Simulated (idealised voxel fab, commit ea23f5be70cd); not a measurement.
Title: Process Module voxel self aligned contacts
Shown is cross-section cut, with a width of 155 nm and square cells of size 5 nm.
Think of the cross-section as a grid of square cells. We describe it in bands, top to bottom, and each band covers one or more rows of those cells. The entry gives the band's vertical extent as a top height and a bottom height in nm, then its horizontal make-up as materials from left to right, each with a width in nm. "blank" stands for empty space; a single material marked "throughout" fills the band edge to edge. A quick word on heights: they are counted from 0, and under that level the wafer as it came to us is one material throughout. The lowest band is different from the rest in having no bottom; it simply continues downward, written as in "from 0 down". Width spec "30..40" -> top row of cells at first value, bottom row at second value, equal per-row change in between. The cross-section has no changed cell in any step marked "changes: none". Any empty space of 8 cells or more lacking an open way to the top shows up in "Enclosed voids" as width x height at distance, distance from the left edge, in nm. Text after the settings on a step's line: the simulator's own remark on that step. If you see "overlay nm" on a step's line and that step has a mask, it's telling you how far right of where it was planned the mask ended up; a negative number means it went left instead.

PLANNED PROCESS STEPS
1,RECEIVE, material Si
2,CONFORMAL_DEP, material SiO2, thk nm 5
3,DIRECTIONAL_DEP, material polySi, thk nm 20
4,DIRECTIONAL_DEP, material SiN, thk nm 15
5,PATTERN, tone cover, mask id GATE, material resist, width nm 30, pitch nm 55, thk nm 20, overlay nm 0
6,DIRECTIONAL_ETCH, etch materials SiN, depth nm 15
7,DIRECTIONAL_ETCH, etch materials polySi, depth nm 20
8,STRIP, etch materials resist
9,CONFORMAL_DEP, material SiN, thk nm 5
10,DIRECTIONAL_ETCH, etch materials SiN, depth nm 5
11,FILL_DEP, material SiO2, thk nm 10
12,CMP, height nm 45
13,DIRECTIONAL_DEP, material aC, thk nm 10
14,PATTERN, tone open, mask id CONTACT, material resist, width nm 35, thk nm 30, overlay nm 0
15,DIRECTIONAL_ETCH, etch materials aC, depth nm 10
16,STRIP, etch materials resist
17,DIRECTIONAL_ETCH, etch materials SiO2, depth nm 45
18,STRIP, etch materials aC
19,CONFORMAL_DEP, material TiN, thk nm 5
20,FILL_DEP, material W, thk nm 10
21,CMP, height nm 45
22,CONFORMAL_DEP, material SiCN, thk nm 5

RUN AS PLANNED: FIRST OF TWO WAFERS

HERE'S WHAT THE WAFER LOOKED LIKE IN CROSS-SECTION WHEN IT ARRIVED - THAT'S AFTER STEP 1
  from 0 down | Si throughout
  Enclosed voids: none

UPON COMPLETION OF STEP 2, THE WAFER APPEARS IN CROSS-SECTION AS SHOWN
  from 5 to 0 | SiO2 throughout
  Beneath the level 0, the cross-section is identical to its previous state.

UPON COMPLETION OF STEP 3, THE WAFER APPEARS IN CROSS-SECTION AS SHOWN
  from 25 to 5 | polySi throughout
  Beneath the level 5, the cross-section is identical to its previous state.

UPON COMPLETION OF STEP 4, THE WAFER APPEARS IN CROSS-SECTION AS SHOWN
  from 40 to 25 | SiN throughout
  Beneath the level 25, the cross-section is identical to its previous state.

UPON COMPLETION OF STEP 5, THE WAFER APPEARS IN CROSS-SECTION AS SHOWN
  from 60 to 40 | 35 of blank / 30 of resist / 25 of blank / 30 of resist / 35 of blank
  Beneath the level 40, the cross-section is identical to its previous state.

UPON COMPLETION OF STEP 6, THE WAFER APPEARS IN CROSS-SECTION AS SHOWN
  from 60 to 40 | 35 of blank / 30 of resist / 25 of blank / 30 of resist / 35 of blank
  from 40 to 25 | 35 of blank / 30 of SiN / 25 of blank / 30 of SiN / 35 of blank
  Beneath the level 25, the cross-section is identical to its previous state.

UPON COMPLETION OF STEP 7, THE WAFER APPEARS IN CROSS-SECTION AS SHOWN
  from 60 to 40 | 35 of blank / 30 of resist / 25 of blank / 30 of resist / 35 of blank
  from 40 to 25 | 35 of blank / 30 of SiN / 25 of blank / 30 of SiN / 35 of blank
  from 25 to 5 | 35 of blank / 30 of polySi / 25 of blank / 30 of polySi / 35 of blank
  Beneath the level 5, the cross-section is identical to its previous state.

UPON COMPLETION OF STEP 8, THE WAFER APPEARS IN CROSS-SECTION AS SHOWN
  from 40 to 25 | 35 of blank / 30 of SiN / 25 of blank / 30 of SiN / 35 of blank
  Beneath the level 25, the cross-section is identical to its previous state.

UPON COMPLETION OF STEP 9, THE WAFER APPEARS IN CROSS-SECTION AS SHOWN
  from 45 to 25 | 30 of blank / 40 of SiN / 15 of blank / 40 of SiN / 30 of blank
  from 25 to 10 | 30 of blank / 5 of SiN / 30 of polySi / 5 of SiN / 15 of blank / 5 of SiN / 30 of polySi / 5 of SiN / 30 of blank
  from 10 to 5 | 35 of SiN / 30 of polySi / 25 of SiN / 30 of polySi / 35 of SiN
  Beneath the level 5, the cross-section is identical to its previous state.

UPON COMPLETION OF STEP 10, THE WAFER APPEARS IN CROSS-SECTION AS SHOWN
  from 40 to 25 | 30 of blank / 40 of SiN / 15 of blank / 40 of SiN / 30 of blank
  from 25 to 5 | 30 of blank / 5 of SiN / 30 of polySi / 5 of SiN / 15 of blank / 5 of SiN / 30 of polySi / 5 of SiN / 30 of blank
  Beneath the level 5, the cross-section is identical to its previous state.

UPON COMPLETION OF STEP 11, THE WAFER APPEARS IN CROSS-SECTION AS SHOWN
  from 50 to 40 | SiO2 throughout
  from 40 to 25 | 30 of SiO2 / 40 of SiN / 15 of SiO2 / 40 of SiN / 30 of SiO2
  from 25 to 5 | 30 of SiO2 / 5 of SiN / 30 of polySi / 5 of SiN / 15 of SiO2 / 5 of SiN / 30 of polySi / 5 of SiN / 30 of SiO2
  Beneath the level 5, the cross-section is identical to its previous state.

UPON COMPLETION OF STEP 12, THE WAFER APPEARS IN CROSS-SECTION AS SHOWN
  from 45 to 40 | SiO2 throughout
  Beneath the level 40, the cross-section is identical to its previous state.

UPON COMPLETION OF STEP 13, THE WAFER APPEARS IN CROSS-SECTION AS SHOWN
  from 55 to 45 | aC throughout
  Beneath the level 45, the cross-section is identical to its previous state.

UPON COMPLETION OF STEP 14, THE WAFER APPEARS IN CROSS-SECTION AS SHOWN
  from 85 to 55 | 60 of resist / 35 of blank / 60 of resist
  Beneath the level 55, the cross-section is identical to its previous state.

UPON COMPLETION OF STEP 15, THE WAFER APPEARS IN CROSS-SECTION AS SHOWN
  from 75 to 55 | 60 of resist / 35 of blank / 60 of resist
  from 55 to 45 | 60 of aC / 35 of blank / 60 of aC
  Beneath the level 45, the cross-section is identical to its previous state.

UPON COMPLETION OF STEP 16, THE WAFER APPEARS IN CROSS-SECTION AS SHOWN
  from 55 to 45 | 60 of aC / 35 of blank / 60 of aC
  Beneath the level 45, the cross-section is identical to its previous state.

UPON COMPLETION OF STEP 17, THE WAFER APPEARS IN CROSS-SECTION AS SHOWN
  from 55 to 45 | 60 of aC / 35 of blank / 60 of aC
  from 45 to 40 | 60 of SiO2 / 35 of blank / 60 of SiO2
  from 40 to 25 | 30 of SiO2 / 40 of SiN / 15 of blank / 40 of SiN / 30 of SiO2
  from 25 to 5 | 30 of SiO2 / 5 of SiN / 30 of polySi / 5 of SiN / 15 of blank / 5 of SiN / 30 of polySi / 5 of SiN / 30 of SiO2
  from 5 to 0 | 70 of SiO2 / 15 of blank / 70 of SiO2
  Beneath the level 0, the cross-section is identical to its previous state.

UPON COMPLETION OF STEP 18, THE WAFER APPEARS IN CROSS-SECTION AS SHOWN
  from 45 to 40 | 60 of SiO2 / 35 of blank / 60 of SiO2
  Beneath the level 40, the cross-section is identical to its previous state.

UPON COMPLETION OF STEP 19, THE WAFER APPEARS IN CROSS-SECTION AS SHOWN
  from 50 to 45 | 65 of TiN / 25 of blank / 65 of TiN
  from 45 to 40 | 60 of SiO2 / 15 of TiN / 5 of blank / 15 of TiN / 60 of SiO2
  from 40 to 25 | 30 of SiO2 / 40 of SiN / 5 of TiN / 5 of blank / 5 of TiN / 40 of SiN / 30 of SiO2
  from 25 to 5 | 30 of SiO2 / 5 of SiN / 30 of polySi / 5 of SiN / 5 of TiN / 5 of blank / 5 of TiN / 5 of SiN / 30 of polySi / 5 of SiN / 30 of SiO2
  from 5 to 0 | 70 of SiO2 / 15 of TiN / 70 of SiO2
  Beneath the level 0, the cross-section is identical to its previous state.

UPON COMPLETION OF STEP 20, THE WAFER APPEARS IN CROSS-SECTION AS SHOWN
  from 60 to 50 | W throughout
  from 50 to 45 | 65 of TiN / 25 of W / 65 of TiN
  from 45 to 40 | 60 of SiO2 / 15 of TiN / 5 of W / 15 of TiN / 60 of SiO2
  from 40 to 25 | 30 of SiO2 / 40 of SiN / 5 of TiN / 5 of W / 5 of TiN / 40 of SiN / 30 of SiO2
  from 25 to 5 | 30 of SiO2 / 5 of SiN / 30 of polySi / 5 of SiN / 5 of TiN / 5 of W / 5 of TiN / 5 of SiN / 30 of polySi / 5 of SiN / 30 of SiO2
  Beneath the level 5, the cross-section is identical to its previous state.

UPON COMPLETION OF STEP 21, THE WAFER APPEARS IN CROSS-SECTION AS SHOWN
  from 45 to 40 | 60 of SiO2 / 15 of TiN / 5 of W / 15 of TiN / 60 of SiO2
  Beneath the level 40, the cross-section is identical to its previous state.

UPON COMPLETION OF STEP 22, THE WAFER APPEARS IN CROSS-SECTION AS SHOWN
  from 50 to 45 | SiCN throughout
  Beneath the level 45, the cross-section is identical to its previous state.

WAFER TWO: LIKE WAFER ONE IN START AND PLAN, BUT WITH ONE MISTAKE IN EXECUTION; IDENTICAL UP TO AND INCLUDING STEP 4

CROSS-SECTION OF THE SECOND WAFER AT THE TIME BY WHICH STEP 5 SHOULD HAVE BEEN COMPLETED ACCORDING TO THE PLAN
  from 60 to 40 | 35 of resist / 30 of blank / 25 of resist / 30 of blank / 35 of resist
  Beneath the level 40, the cross-section is identical to its previous state.

CROSS-SECTION OF THE SECOND WAFER AT THE TIME BY WHICH STEP 6 SHOULD HAVE BEEN COMPLETED ACCORDING TO THE PLAN
  from 60 to 40 | 35 of resist / 30 of blank / 25 of resist / 30 of blank / 35 of resist
  from 40 to 25 | 35 of SiN / 30 of blank / 25 of SiN / 30 of blank / 35 of SiN
  Beneath the level 25, the cross-section is identical to its previous state.

CROSS-SECTION OF THE SECOND WAFER AT THE TIME BY WHICH STEP 7 SHOULD HAVE BEEN COMPLETED ACCORDING TO THE PLAN
  from 60 to 40 | 35 of resist / 30 of blank / 25 of resist / 30 of blank / 35 of resist
  from 40 to 25 | 35 of SiN / 30 of blank / 25 of SiN / 30 of blank / 35 of SiN
  from 25 to 5 | 35 of polySi / 30 of blank / 25 of polySi / 30 of blank / 35 of polySi
  Beneath the level 5, the cross-section is identical to its previous state.

CROSS-SECTION OF THE SECOND WAFER AT THE TIME BY WHICH STEP 8 SHOULD HAVE BEEN COMPLETED ACCORDING TO THE PLAN
  from 40 to 25 | 35 of SiN / 30 of blank / 25 of SiN / 30 of blank / 35 of SiN
  Beneath the level 25, the cross-section is identical to its previous state.

CROSS-SECTION OF THE SECOND WAFER AT THE TIME BY WHICH STEP 9 SHOULD HAVE BEEN COMPLETED ACCORDING TO THE PLAN
  from 45 to 25 | 40 of SiN / 20 of blank / 35 of SiN / 20 of blank / 40 of SiN
  from 25 to 10 | 35 of polySi / 5 of SiN / 20 of blank / 5 of SiN / 25 of polySi / 5 of SiN / 20 of blank / 5 of SiN / 35 of polySi
  from 10 to 5 | 35 of polySi / 30 of SiN / 25 of polySi / 30 of SiN / 35 of polySi
  Beneath the level 5, the cross-section is identical to its previous state.

CROSS-SECTION OF THE SECOND WAFER AT THE TIME BY WHICH STEP 10 SHOULD HAVE BEEN COMPLETED ACCORDING TO THE PLAN
  from 40 to 25 | 40 of SiN / 20 of blank / 35 of SiN / 20 of blank / 40 of SiN
  from 25 to 5 | 35 of polySi / 5 of SiN / 20 of blank / 5 of SiN / 25 of polySi / 5 of SiN / 20 of blank / 5 of SiN / 35 of polySi
  Beneath the level 5, the cross-section is identical to its previous state.

CROSS-SECTION OF THE SECOND WAFER AT THE TIME BY WHICH STEP 11 SHOULD HAVE BEEN COMPLETED ACCORDING TO THE PLAN
  from 50 to 40 | SiO2 throughout
  from 40 to 25 | 40 of SiN / 20 of SiO2 / 35 of SiN / 20 of SiO2 / 40 of SiN
  from 25 to 5 | 35 of polySi / 5 of SiN / 20 of SiO2 / 5 of SiN / 25 of polySi / 5 of SiN / 20 of SiO2 / 5 of SiN / 35 of polySi
  Beneath the level 5, the cross-section is identical to its previous state.

CROSS-SECTION OF THE SECOND WAFER AT THE TIME BY WHICH STEP 12 SHOULD HAVE BEEN COMPLETED ACCORDING TO THE PLAN
  from 45 to 40 | SiO2 throughout
  Beneath the level 40, the cross-section is identical to its previous state.

CROSS-SECTION OF THE SECOND WAFER AT THE TIME BY WHICH STEP 13 SHOULD HAVE BEEN COMPLETED ACCORDING TO THE PLAN
  from 55 to 45 | aC throughout
  Beneath the level 45, the cross-section is identical to its previous state.

CROSS-SECTION OF THE SECOND WAFER AT THE TIME BY WHICH STEP 14 SHOULD HAVE BEEN COMPLETED ACCORDING TO THE PLAN
  from 85 to 55 | 60 of resist / 35 of blank / 60 of resist
  Beneath the level 55, the cross-section is identical to its previous state.

CROSS-SECTION OF THE SECOND WAFER AT THE TIME BY WHICH STEP 15 SHOULD HAVE BEEN COMPLETED ACCORDING TO THE PLAN
  from 75 to 55 | 60 of resist / 35 of blank / 60 of resist
  from 55 to 45 | 60 of aC / 35 of blank / 60 of aC
  Beneath the level 45, the cross-section is identical to its previous state.

CROSS-SECTION OF THE SECOND WAFER AT THE TIME BY WHICH STEP 16 SHOULD HAVE BEEN COMPLETED ACCORDING TO THE PLAN
  from 55 to 45 | 60 of aC / 35 of blank / 60 of aC
  Beneath the level 45, the cross-section is identical to its previous state.

CROSS-SECTION OF THE SECOND WAFER AT THE TIME BY WHICH STEP 17 SHOULD HAVE BEEN COMPLETED ACCORDING TO THE PLAN
  from 55 to 45 | 60 of aC / 35 of blank / 60 of aC
  from 45 to 40 | 60 of SiO2 / 35 of blank / 60 of SiO2
  Beneath the level 40, the cross-section is identical to its previous state.

CROSS-SECTION OF THE SECOND WAFER AT THE TIME BY WHICH STEP 18 SHOULD HAVE BEEN COMPLETED ACCORDING TO THE PLAN
  from 45 to 40 | 60 of SiO2 / 35 of blank / 60 of SiO2
  Beneath the level 40, the cross-section is identical to its previous state.

CROSS-SECTION OF THE SECOND WAFER AT THE TIME BY WHICH STEP 19 SHOULD HAVE BEEN COMPLETED ACCORDING TO THE PLAN
  from 50 to 45 | 65 of TiN / 25 of blank / 65 of TiN
  from 45 to 40 | 60 of SiO2 / 35 of TiN / 60 of SiO2
  Beneath the level 40, the cross-section is identical to its previous state.

CROSS-SECTION OF THE SECOND WAFER AT THE TIME BY WHICH STEP 20 SHOULD HAVE BEEN COMPLETED ACCORDING TO THE PLAN
  from 60 to 50 | W throughout
  from 50 to 45 | 65 of TiN / 25 of W / 65 of TiN
  Beneath the level 45, the cross-section is identical to its previous state.

CROSS-SECTION OF THE SECOND WAFER AT THE TIME BY WHICH STEP 21 SHOULD HAVE BEEN COMPLETED ACCORDING TO THE PLAN
  from 45 to 40 | 60 of SiO2 / 35 of TiN / 60 of SiO2
  Beneath the level 40, the cross-section is identical to its previous state.

CROSS-SECTION OF THE SECOND WAFER AT THE TIME BY WHICH STEP 22 SHOULD HAVE BEEN COMPLETED ACCORDING TO THE PLAN
  from 50 to 45 | SiCN throughout
  Beneath the level 45, the cross-section is identical to its previous state.
Error vs. plan: step 5 did not use the planned setting and instead ran as PATTERN, tone open, mask id GATE, material resist, width nm 30, pitch nm 55, thk nm 20, overlay nm 0
The closing comparison, in cells, has the second wafer with more or fewer of some materials than the first: SiN +21, SiO2 -25, TiN -16, W -8, polySi +28
